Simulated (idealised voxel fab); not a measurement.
Name of the process module below: voxel transistor to metal
The cross-section on display is named cut; it measures 200 nm wide, and its cells are 5 nm squares.
Cross-section, as written here: a square-cell grid given band by band from the top down, where a band holds one or more rows of cells. Quick guide to a band line: top height, bottom height (nm) up front; then every material left to right with its width in nm. Only one material and it's marked "all across"? Then it fills the band edge to edge. And "air" just means empty space. Beneath 0, the wafer as received is one material, and that level is where height counting begins. The lowest band goes on downward without a bottom; it is written like "0 -> down". The width entry "30..40" should be interpreted row by row: the top row of cells in the band takes the first number, the bottom row takes the second number, and the change between adjacent rows is uniform throughout. Any step labelled "no alterations made" changed none of the cells in the cross-section. In the "Closed void listing" entry, you get each enclosed empty space of 8 cells or more, one with no open way to the top, written width x height at distance, distance from the left edge, in nm. Text after the settings on a step's line: the simulator's own remark on that step. overlay nm, on a step with a mask: how far to the right of its planned place the mask lay; to the left if negative.
Planned process steps:
- 1: RECEIVE: material Si
- 2: OXIDIZE: depth nm 5
- 3: CONFORMAL_DEP: material SiN, thk nm 10
- 4: DIRECTIONAL_DEP: material aC, thk nm 10
- 5: PATTERN: tone cover, mask id ACTIVE, material resist, width nm 115, thk nm 30, overlay nm 0
- 6: DIRECTIONAL_ETCH: etch materials aC, depth nm 10
- 7: STRIP: etch materials resist
- 8: DIRECTIONAL_ETCH: etch materials SiN, depth nm 10
- 9: DIRECTIONAL_ETCH: etch materials SiO2, depth nm 5
- 10: DIRECTIONAL_ETCH: etch materials Si, depth nm 20
- 11: STRIP: etch materials aC
- 12: OXIDIZE: depth nm 5
- 13: FILL_DEP: material SiO2, thk nm 5
- 14: CMP: height nm 10
- 15: SELECTIVE_ETCH: etch materials SiO2, depth nm 5
- 16: STRIP: etch materials SiN
- 17: SELECTIVE_ETCH: etch materials SiO2, depth nm 5
- 18: OXIDIZE: depth nm 5
- 19: DIRECTIONAL_DEP: material polySi, thk nm 25
- 20: DIRECTIONAL_DEP: material SiCN, thk nm 15
- 21: PATTERN: tone cover, mask id GATE, material resist, width nm 35, thk nm 15, overlay nm 0
- 22: DIRECTIONAL_ETCH: etch materials SiCN, depth nm 25
- 23: DIRECTIONAL_ETCH: etch materials polySi, depth nm 35
- 24: STRIP: etch materials resist
- 25: CONFORMAL_DEP: material SiN, thk nm 5
- 26: DIRECTIONAL_ETCH: etch materials SiN, depth nm 5
- 27: DIRECTIONAL_ETCH: etch materials SiO2, depth nm 5
- 28: DIRECTIONAL_ETCH: etch materials Si, depth nm 10
- 29: EPI: material pSi, thk nm 15
- 30: FILL_DEP: material SiO2, thk nm 10
- 31: CMP: height nm 20
- 32: STRIP: etch materials polySi
- 33: SELECTIVE_ETCH: etch materials SiO2, depth nm 5
- 34: CONFORMAL_DEP: material HfO2, thk nm 5
- 35: CONFORMAL_DEP: material TiN, thk nm 5
- 36: FILL_DEP: material W, thk nm 10
- 37: CMP: height nm 15
- 38: DIRECTIONAL_DEP: material SiO2, thk nm 10
- 39: MASKED_ETCH: tone open, mask id CONTACT, width nm 15, pitch nm 80, etch materials SiO2, depth nm 30, overlay nm 0
- 40: CONFORMAL_DEP: material TiN, thk nm 5
- 41: FILL_DEP: material Ru, thk nm 10
- 42: CMP: height nm 25
- 43: CONFORMAL_DEP: material SiN, thk nm 5
- 44: DIRECTIONAL_DEP: material SiO2, thk nm 20
- 45: MASKED_ETCH: tone open, mask id METAL_1, width nm 15, pitch nm 80, etch materials SiO2, depth nm 20, overlay nm 0
- 46: MASKED_ETCH: tone open, mask id METAL_1, width nm 15, pitch nm 80, etch materials SiN, depth nm 5, overlay nm 0
- 47: CONFORMAL_DEP: material TiN, thk nm 5
- 48: FILL_DEP: material Cu, thk nm 5
- 49: CMP: height nm 50
- 50: EPI: material Ru, thk nm 5
- 51: FILL_DEP: material SiCN, thk nm 5
Wafer at receipt (post step 1), cross-section:
	0 -> down = Si all across
	Closed void listing: none
The following cross-section depicts the wafer upon conclusion of the module. Processing commenced from the starting condition illustrated above and adhered to the plan illustrated above, save for one mistake in execution:
	60 -> 55 = SiCN all across
	55 -> 50 = 45 of SiCN, 25 of Ru, 55 of SiCN, 25 of Ru, 50 of SiCN
	50 -> 30 = 50 of SiO2, 5 of TiN, 5 of Cu, 5 of TiN, 65 of SiO2, 5 of TiN, 5 of Cu, 5 of TiN, 55 of SiO2
	30 -> 25 = 50 of SiN, 15 of TiN, 65 of SiN, 15 of TiN, 55 of SiN
	25 -> 15 = 45 of SiO2, 5 of TiN, 15 of Ru, 5 of TiN, 55 of SiO2, 5 of TiN, 15 of Ru, 5 of TiN, 50 of SiO2
	15 -> 5 = 45 of SiO2, 5 of TiN, 15..5 of Ru, 5..15 of TiN, 5 of SiO2, 5 of SiN, 5 of HfO2, 5 of TiN, 15 of W, 5 of TiN, 5 of HfO2, 5 of SiN, 5 of SiO2, 5..15 of TiN, 15..5 of Ru, 5 of TiN, 50 of SiO2
	5 -> 0 = 45 of SiO2, 5 of TiN, 5 of Ru, 5 of TiN, 15 of pSi, 5 of SiN, 5 of HfO2, 5 of TiN, 15 of W, 5 of TiN, 5 of HfO2, 5 of SiN, 15 of pSi, 5 of TiN, 5 of Ru, 5 of TiN, 50 of SiO2
	0 -> -5 = 35 of SiO2, 5 of SiN, 5 of SiO2, 15 of TiN, 15 of pSi, 5 of SiN, 5 of HfO2, 25 of TiN, 5 of HfO2, 5 of SiN, 15 of pSi, 15 of TiN, 5 of SiO2, 5 of SiN, 40 of SiO2
	-5 -> -10 = 40 of SiO2, 35 of pSi, 45 of HfO2, 35 of pSi, 45 of SiO2
	-10 -> -20 = 45 of SiO2, 30 of pSi, 45 of Si, 30 of pSi, 50 of SiO2
	-20 -> -30 = 45 of SiO2, 105 of Si, 50 of SiO2
	-30 -> down = Si all across
	Closed void listing: none
Want to know what went wrong? step 39 ran as: MASKED_ETCH: tone open, mask id CONTACT, width nm 25, pitch nm 80, etch materials SiO2, depth nm 30, overlay nm 0
